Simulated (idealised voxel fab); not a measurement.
The process module that follows is named voxel self aligned contacts.
FYI the section here is cut, 300 nm wide, cells are 5 nm squares.
Cross-section format: a grid of square cells, given as bands from top to bottom; each band is one or more rows of cells.
Band: top height; bottom height; in nm. Then, left to right: material with width in nm, for each material. "everywhere": a single material spanning edge to edge. "air": empty space.
A quick word on heights: they are counted from 0, and under that level the wafer as it came to us is one material throughout. The lowest band is different from the rest in having no bottom; it simply continues downward, written as in "0 nm and below".
A width such as "30..40" changes by the same amount from each row of cells to the next, from the band's top row to its bottom row.
What does "no modification" mean for a step? It means no cell of the cross-section changed in that step.
"Closed void list": sealed empty spaces, 8 cells or more, no open way to top, listed width x height at distance, with distance from the left edge and width, height and distance in nm.
Read whatever lies past the settings on a step's line as the simulator's own remark about the step.
Each step line may optionally specify "overlay nm", which for a step with a mask gives the rightward distance between the mask's planned place and where it lay, a negative value indicating the leftward direction.
Here's what the planned process steps look like:
1) op RECEIVE | material Si
2) op OXIDIZE | depth nm 5
3) op DIRECTIONAL_DEP | material polySi | thk nm 30
4) op DIRECTIONAL_DEP | material SiN | thk nm 15
5) op DIRECTIONAL_DEP | material aC | thk nm 15
6) op PATTERN | tone cover | mask id GATE | material resist | width nm 30 | pitch nm 55 | thk nm 30 | overlay nm 0
7) op DIRECTIONAL_ETCH | etch materials aC | depth nm 15
8) op STRIP | etch materials resist
9) op DIRECTIONAL_ETCH | etch materials SiN | depth nm 15
10) op DIRECTIONAL_ETCH | etch materials polySi | depth nm 30
11) op STRIP | etch materials aC
12) op CONFORMAL_DEP | material SiN | thk nm 5
13) op DIRECTIONAL_ETCH | etch materials SiN | depth nm 5
14) op FILL_DEP | material SiO2 | thk nm 15
15) op CMP | height nm 50
16) op MASKED_ETCH | tone open | mask id CONTACT | width nm 35 | etch materials SiO2 | depth nm 55 | overlay nm 0
17) op CONFORMAL_DEP | material TiN | thk nm 5
18) op FILL_DEP | material Ru | thk nm 5
19) op CMP | height nm 50
20) op CONFORMAL_DEP | material SiCN | thk nm 5
Incoming wafer, cross-sectional view, post step 1:
0 nm and below = Si everywhere
Closed void list: none
First of two wafers, end-of-module section, run followed plan:
55 nm to 50 nm = SiCN everywhere
50 nm to 45 nm = SiO2 130 | TiN 15 | Ru 5 | TiN 15 | SiO2 135
45 nm to 30 nm = SiO2 100 | SiN 40 | TiN 5 | Ru 5 | TiN 5 | SiN 40 | SiO2 105
30 nm to 0 nm = SiO2 100 | SiN 5 | polySi 30 | SiN 5 | TiN 5 | Ru 5 | TiN 5 | SiN 5 | polySi 30 | SiN 5 | SiO2 105
0 nm to -5 nm = SiO2 140 | TiN 15 | SiO2 145
-5 nm and below = Si everywhere
Closed void list: none
Second wafer through the module, sectioned at the end: same beginning and same plan as the first wafer, with one mistake in carrying it out:
55 nm to 50 nm = SiCN everywhere
50 nm to 45 nm = SiO2 135 | TiN 10 | Ru 5 | TiN 10 | SiO2 140
45 nm to 30 nm = SiO2 100 | SiN 40 | TiN 5 | Ru 5 | TiN 5 | SiN 40 | SiO2 105
30 nm to 0 nm = SiO2 100 | SiN 5 | polySi 30 | SiN 5 | TiN 5 | Ru 5 | TiN 5 | SiN 5 | polySi 30 | SiN 5 | SiO2 105
0 nm to -5 nm = SiO2 140 | TiN 15 | SiO2 145
-5 nm and below = Si everywhere
Closed void list: none
Short version of what went wrong: step 16 was processed under conditions differing from the plan, specifically as op MASKED_ETCH | tone open | mask id CONTACT | width nm 25 | etch materials SiO2 | depth nm 55 | overlay nm 0
End check, counted in cells, second wafer has more or fewer of these materials than the first: +2 SiO2; -2 TiN
